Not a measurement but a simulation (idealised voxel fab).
process module | voxel capacitor over wiring
cross-section cut | 280 nm wide | cells 5 nm
A cross-section is a grid of square cells, given in bands from the top down. A band is one or more rows of cells.
Each band's line starts with the height of the band's top and of its bottom, in nm. Then come its materials from left to right, each with its width in nm. One material with "throughout" fills the band from edge to edge. "air" is empty space.
Height 0 is the level under which the wafer as received is all one material. The lowest band goes on downwards, as in "0 down".
A width such as "30 to 40" changes by the same amount from each row of cells to the next, from the band's top row to its bottom row.
"no change" after a step means that no cell of the cross-section changed.
closed voids: empty space of 8 cells or more with no open way to the top, each as width x height at its distance from the left edge, in nm
after a step's settings: what the simulator itself notes on the step
overlay nm, on a step with a mask: how far to the right of its planned place the mask lay; to the left if negative
plan
1 op RECEIVE | material Si
2 op CONFORMAL_DEP | material SiO2 | thk nm 10
3 op DIRECTIONAL_DEP | material TiN | thk nm 5
4 op DIRECTIONAL_DEP | material W | thk nm 20
5 op MASKED_ETCH | tone cover | mask id METAL_1 | width nm 25 | pitch nm 85 | etch materials W | depth nm 20 | overlay nm 0
6 op MASKED_ETCH | tone cover | mask id METAL_1 | width nm 25 | pitch nm 85 | etch materials TiN | depth nm 5 | overlay nm 0
7 op CONFORMAL_DEP | material SiN | thk nm 5
8 op FILL_DEP | material lowk | thk nm 5
9 op CMP | height nm 35
10 op CONFORMAL_DEP | material SiCN | thk nm 5
11 op DIRECTIONAL_DEP | material SiO2 | thk nm 15
12 op PATTERN | tone open | mask id PLUG_1 | material resist | width nm 15 | thk nm 15 | overlay nm 0
13 op DIRECTIONAL_ETCH | etch materials SiO2 | depth nm 15
14 op DIRECTIONAL_ETCH | etch materials SiCN | depth nm 5
15 op STRIP | etch materials resist
16 op EPI | material Ru | thk nm 10
17 op EPI | material Ru | thk nm 10
18 op DIRECTIONAL_DEP | material TiN | thk nm 10
19 op DIRECTIONAL_DEP | material HfO2 | thk nm 5
20 op DIRECTIONAL_DEP | material TiN | thk nm 5
21 op DIRECTIONAL_DEP | material aC | thk nm 15
22 op PATTERN | tone cover | mask id UPPER_PLATE | material resist | width nm 65 | thk nm 30 | overlay nm 0
23 op DIRECTIONAL_ETCH | etch materials aC | depth nm 15
24 op STRIP | etch materials resist
25 op DIRECTIONAL_ETCH | etch materials TiN | depth nm 5
26 op DIRECTIONAL_ETCH | etch materials HfO2 | depth nm 5
27 op STRIP | etch materials aC
28 op DIRECTIONAL_DEP | material aC | thk nm 15
29 op PATTERN | tone cover | mask id LOWER_PLATE | material resist | width nm 75 | thk nm 35 | overlay nm 0
30 op DIRECTIONAL_ETCH | etch materials aC | depth nm 15
31 op STRIP | etch materials resist
32 op DIRECTIONAL_ETCH | etch materials TiN | depth nm 10
33 op STRIP | etch materials aC
34 op FILL_DEP | material SiO2 | thk nm 15
35 op CMP | height nm 85
36 op DIRECTIONAL_DEP | material aC | thk nm 15
37 op PATTERN | tone open | mask id PLUG_2 | material resist | width nm 15 | thk nm 35 | overlay nm 0
38 op DIRECTIONAL_ETCH | etch materials aC | depth nm 15
39 op STRIP | etch materials resist
40 op DIRECTIONAL_ETCH | etch materials SiO2 | depth nm 10
41 op STRIP | etch materials aC
42 op CONFORMAL_DEP | material TiN | thk nm 5
43 op FILL_DEP | material Cu | thk nm 5
44 op CMP | height nm 85
45 op CONFORMAL_DEP | material SiCN | thk nm 5
as received, after step 1
  0 down: Si throughout
  closed voids: none
first wafer at the end, as planned
  90 to 85: SiCN throughout
  85 to 80: SiO2 105 | TiN 5 | Cu 5 | TiN 5 | SiO2 160
  80 to 70: SiO2 105 to 95 | TiN 15 to 65 | SiO2 160 to 120
  70 to 65: SiO2 95 | HfO2 65 | SiO2 120
  65 to 55: SiO2 90 | TiN 75 | SiO2 115
  55 to 40: SiO2 95 | Ru 15 | SiO2 170
  40 to 35: SiCN 95 | Ru 15 | SiCN 170
  35 to 15: lowk 80 | SiN 5 | W 25 | SiN 5 | lowk 50 | SiN 5 | W 25 | SiN 5 | lowk 80
  15 to 10: SiN 85 | TiN 25 | SiN 60 | TiN 25 | SiN 85
  10 to 0: SiO2 throughout
  0 down: Si throughout
  closed voids: none
second wafer at the end: like start, like plan, one mistake
  90 to 85: SiCN throughout
  85 to 80: SiO2 105 | TiN 5 | Cu 5 | TiN 5 | SiO2 160
  80 to 70: SiO2 105 to 95 | TiN 15 to 65 | SiO2 160 to 120
  70 to 65: SiO2 95 | HfO2 65 | SiO2 120
  65 to 55: SiO2 90 | TiN 75 | SiO2 115
  55 to 40: SiO2 95 | Ru 15 | SiO2 170
  40 to 35: SiCN 95 | Ru 15 | SiCN 170
  35 to 15: lowk 80 | SiCN 5 | W 25 | SiCN 5 | lowk 50 | SiCN 5 | W 25 | SiCN 5 | lowk 80
  15 to 10: SiCN 85 | TiN 25 | SiCN 60 | TiN 25 | SiCN 85
  10 to 0: SiO2 throughout
  0 down: Si throughout
  closed voids: none
what went wrong: step 7 ran as: op CONFORMAL_DEP | material SiCN | thk nm 5
at the end the second wafer has, in cells: 62 more of SiCN | 62 fewer of SiN
